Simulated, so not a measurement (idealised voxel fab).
You're looking at the process module voxel capacitor over wiring.
We display cut, a cross-section 265 nm in width whose square cells are each 5 nm.
Just so we're on the same page, the cross-sections are grids of square cells, and they're listed out in bands top to bottom, each band one or more rows deep.
It is stipulated that each band's entry specify, in nanometres, the height of the top of the band and then that of its bottom, followed by the materials of the band in left-to-right sequence, each together with its width in nanometres. A single material marked by the word "edge to edge" is understood to fill the band from edge to edge; the word "air" is understood to denote empty space.
Height is counted from the level 0, under which the received wafer is composed throughout of one material. The lowest of the bands is not closed at the bottom but continues downward, in the notation "0..down".
Graded width ("30..40"): value in top row of band = first number; value in bottom row = second number; row-to-row change constant.
No cell of the cross-section changed in a step that is given as "nothing different".
For the entry "Unvented internal voids", the listed items are empty spaces with no open way to the top whose size is 8 cells or more; each item follows the pattern width x height at distance, where distance is from the left edge and all three are in nm.
Note: text after step settings on the step line = simulator remark on that step.
A step line may carry the setting "overlay nm", which, for steps involving a mask, states the distance by which the mask lay to the right of its intended position; negative values denote displacement to the left.

## These are the steps we planned for the process
- 1: RECEIVE | material Si
- 2: CONFORMAL_DEP | material SiO2 | thk nm 10
- 3: DIRECTIONAL_DEP | material TiN | thk nm 5
- 4: DIRECTIONAL_DEP | material W | thk nm 25
- 5: DIRECTIONAL_DEP | material aC | thk nm 10
- 6: PATTERN | tone cover | mask id METAL_1 | material resist | width nm 20 | pitch nm 80 | thk nm 25 | overlay nm 0
- 7: DIRECTIONAL_ETCH | etch materials aC | depth nm 10
- 8: STRIP | etch materials resist
- 9: DIRECTIONAL_ETCH | etch materials W | depth nm 25
- 10: DIRECTIONAL_ETCH | etch materials TiN | depth nm 5
- 11: STRIP | etch materials aC
- 12: CONFORMAL_DEP | material SiCN | thk nm 5
- 13: FILL_DEP | material SiO2 | thk nm 10
- 14: CMP | height nm 40
- 15: CONFORMAL_DEP | material SiCN | thk nm 5
- 16: DIRECTIONAL_DEP | material SiO2 | thk nm 20
- 17: PATTERN | tone open | mask id PLUG_1 | material resist | width nm 15 | thk nm 20 | overlay nm 0
- 18: DIRECTIONAL_ETCH | etch materials SiO2 | depth nm 20
- 19: DIRECTIONAL_ETCH | etch materials SiCN | depth nm 5
- 20: STRIP | etch materials resist
- 21: EPI | material Ru | thk nm 10
- 22: EPI | material Ru | thk nm 10
- 23: EPI | material Ru | thk nm 5
- 24: DIRECTIONAL_DEP | material TiN | thk nm 10
- 25: DIRECTIONAL_DEP | material Al2O3 | thk nm 5
- 26: DIRECTIONAL_DEP | material TiN | thk nm 10
- 27: MASKED_ETCH | tone cover | mask id UPPER_PLATE | width nm 65 | etch materials TiN | depth nm 10 | overlay nm 0
- 28: MASKED_ETCH | tone cover | mask id UPPER_PLATE | width nm 65 | etch materials Al2O3 | depth nm 5 | overlay nm 0
- 29: PATTERN | tone cover | mask id LOWER_PLATE | material resist | width nm 75 | thk nm 20 | overlay nm 0
- 30: DIRECTIONAL_ETCH | etch materials TiN | depth nm 10
- 31: STRIP | etch materials resist
- 32: FILL_DEP | material SiO2 | thk nm 20
- 33: CMP | height nm 105
- 34: MASKED_ETCH | tone open | mask id PLUG_2 | width nm 15 | etch materials SiO2 | depth nm 15 | overlay nm 0
- 35: CONFORMAL_DEP | material TiN | thk nm 5
- 36: FILL_DEP | material Ru | thk nm 10
- 37: CMP | height nm 105
- 38: CONFORMAL_DEP | material SiN | thk nm 5

## Incoming wafer in cross-section (state: after step 1)
* 0..down | Si edge to edge
* Unvented internal voids: none

## Here's the wafer cut in cross-section after the module, started and planned just like above, except one thing was done wrong in the run
* 110..105 | SiN edge to edge
* 105..100 | SiO2 95 nm / TiN 55 nm / SiO2 115 nm
* 100..95 | SiO2 95 nm / TiN 5 nm / Al2O3 50 nm / SiO2 115 nm
* 95..90 | SiO2 80 nm / TiN 5 nm / SiO2 10 nm / TiN 60 nm / SiO2 110 nm
* 90..80 | SiO2 80..85 nm / TiN 75..15 nm / SiO2 110..165 nm
* 80..75 | SiO2 85 nm / Al2O3 15 nm / SiO2 165 nm
* 75..65 | SiO2 85 nm / TiN 15 nm / SiO2 165 nm
* 65..45 | SiO2 edge to edge
* 45..40 | SiCN edge to edge
* 40..15 | SiO2 75 nm / SiCN 5 nm / W 20 nm / SiCN 5 nm / SiO2 50 nm / SiCN 5 nm / W 20 nm / SiCN 5 nm / SiO2 80 nm
* 15..10 | SiCN 80 nm / TiN 20 nm / SiCN 60 nm / TiN 20 nm / SiCN 85 nm
* 10..0 | SiO2 edge to edge
* 0..down | Si edge to edge
* Unvented internal voids: none
Error vs. plan: step 16, plan: ran twice
